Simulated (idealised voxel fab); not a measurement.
Proc. module: voxel capacitor over wiring
Cross-section cut: width 285 nm, square cells of 5 nm.
Cross-sections here: square-cell grids, written as top-down lists of bands, a band being one or more rows of cells.
Within each band entry, the heights of the top and of the bottom of the band appear first, in that order and in nm; the materials of the band then follow from left to right, each with its corresponding width in nm. The designation "everywhere" on a single material indicates that it fills the band from edge to edge; the designation "empty" indicates empty space.
Measure heights from 0. That's the level where, below it, the as-received wafer is all one material. The lowest band is bottomless and extends downward; write it as in "0 and below".
It should be noted that a width expressed as "30 to 40" varies in equal increments from row to row of cells within the band, taking the value of the first number at the top row and that of the second number at the bottom row.
The cross-section has no changed cell in any step marked "identical to before".
For the entry "Enclosed empty spaces", the listed items are empty spaces with no open way to the top whose size is 8 cells or more; each item follows the pattern width x height at distance, where distance is from the left edge and all three are in nm.
If you see something after the settings on a step's line, that's the simulator's own remark about that step.
"overlay nm" denotes, for a step that has a mask, the displacement of the mask to the right of its planned place, with negative values corresponding to the left.
### Steps in the process plan
1,RECEIVE (material Si)
2,CONFORMAL_DEP (material SiO2; thk nm 10)
3,DIRECTIONAL_DEP (material TiN; thk nm 5)
4,DIRECTIONAL_DEP (material Ru; thk nm 25)
5,PATTERN (tone cover; mask id METAL_1; material resist; width nm 20; pitch nm 75; thk nm 20; overlay nm 0)
6,DIRECTIONAL_ETCH (etch materials Ru; depth nm 25)
7,DIRECTIONAL_ETCH (etch materials TiN; depth nm 5)
8,STRIP (etch materials resist)
9,CONFORMAL_DEP (material SiN; thk nm 5)
10,FILL_DEP (material lowk; thk nm 5)
11,CMP (height nm 40)
12,CONFORMAL_DEP (material SiCN; thk nm 5)
13,DIRECTIONAL_DEP (material SiO2; thk nm 20)
14,DIRECTIONAL_DEP (material aC; thk nm 10)
15,PATTERN (tone open; mask id PLUG_1; material resist; width nm 15; thk nm 30; overlay nm 0)
16,DIRECTIONAL_ETCH (etch materials aC; depth nm 10)
17,STRIP (etch materials resist)
18,DIRECTIONAL_ETCH (etch materials SiO2; depth nm 20)
19,DIRECTIONAL_ETCH (etch materials SiCN; depth nm 5)
20,STRIP (etch materials aC)
21,EPI (material Ru; thk nm 10)
22,EPI (material Ru; thk nm 10)
23,EPI (material Ru; thk nm 5)
24,DIRECTIONAL_DEP (material TiN; thk nm 10)
25,DIRECTIONAL_DEP (material Al2O3; thk nm 5)
26,DIRECTIONAL_DEP (material TiN; thk nm 5)
27,DIRECTIONAL_DEP (material aC; thk nm 15)
28,PATTERN (tone cover; mask id UPPER_PLATE; material resist; width nm 60; thk nm 35; overlay nm 0)
29,DIRECTIONAL_ETCH (etch materials aC; depth nm 15)
30,STRIP (etch materials resist)
31,DIRECTIONAL_ETCH (etch materials TiN; depth nm 5)
32,DIRECTIONAL_ETCH (etch materials Al2O3; depth nm 5)
33,STRIP (etch materials aC)
34,MASKED_ETCH (tone cover; mask id LOWER_PLATE; width nm 70; etch materials TiN; depth nm 10; overlay nm 0)
35,FILL_DEP (material SiO2; thk nm 20)
36,CMP (height nm 100)
37,PATTERN (tone open; mask id PLUG_2; material resist; width nm 15; thk nm 15; overlay nm 0)
38,DIRECTIONAL_ETCH (etch materials SiO2; depth nm 15)
39,STRIP (etch materials resist)
40,CONFORMAL_DEP (material TiN; thk nm 5)
41,FILL_DEP (material Cu; thk nm 5)
42,CMP (height nm 100)
43,CONFORMAL_DEP (material SiN; thk nm 5)
### Here's what the wafer looked like in cross-section when it arrived - that's after step 1
> 0 and below  Si everywhere
> Enclosed empty spaces: none
### first wafer at the end, as planned
> 105 down to 100  SiN everywhere
> 100 down to 90  SiO2=110, TiN=5, Cu=5, TiN=5, SiO2=160
> 90 down to 80  SiO2=110 to 100, TiN=15 to 60, SiO2=160 to 125
> 80 down to 75  SiO2=100, Al2O3=60, SiO2=125
> 75 down to 65  SiO2=95, TiN=70, SiO2=120
> 65 down to 45  SiO2=100, Ru=15, SiO2=170
> 45 down to 40  SiCN=100, Ru=15, SiCN=170
> 40 down to 15  lowk=90, SiN=5, Ru=20, SiN=5, lowk=45, SiN=5, Ru=20, SiN=5, lowk=90
> 15 down to 10  SiN=95, TiN=20, SiN=55, TiN=20, SiN=95
> 10 down to 0  SiO2 everywhere
> 0 and below  Si everywhere
> Enclosed empty spaces: none
### Cross-section of the latter of the two wafers at module completion. It had an identical start and an identical plan to the former; in running it, one mistake was made
> 105 down to 100  SiN everywhere
> 100 down to 90  SiO2=95, TiN=70, SiO2=120
> 90 down to 45  Ru everywhere
> 45 down to 40  SiCN everywhere
> 40 down to 15  lowk=90, SiN=5, Ru=20, SiN=5, lowk=45, SiN=5, Ru=20, SiN=5, lowk=90
> 15 down to 10  SiN=95, TiN=20, SiN=55, TiN=20, SiN=95
> 10 down to 0  SiO2 everywhere
> 0 and below  Si everywhere
> Enclosed empty spaces: none
Nonconformance to the process plan: step 13 was processed under conditions differing from the plan, specifically as DIRECTIONAL_DEP (material Ru; thk nm 20)
Upon completion, the second wafer contains, in terms of cells, a greater or smaller amount of certain materials than the first wafer: 12 fewer of Al2O3, 2 fewer of Cu, 498 more of Ru, 3 more of SiCN, 468 fewer of SiO2, 19 fewer of TiN
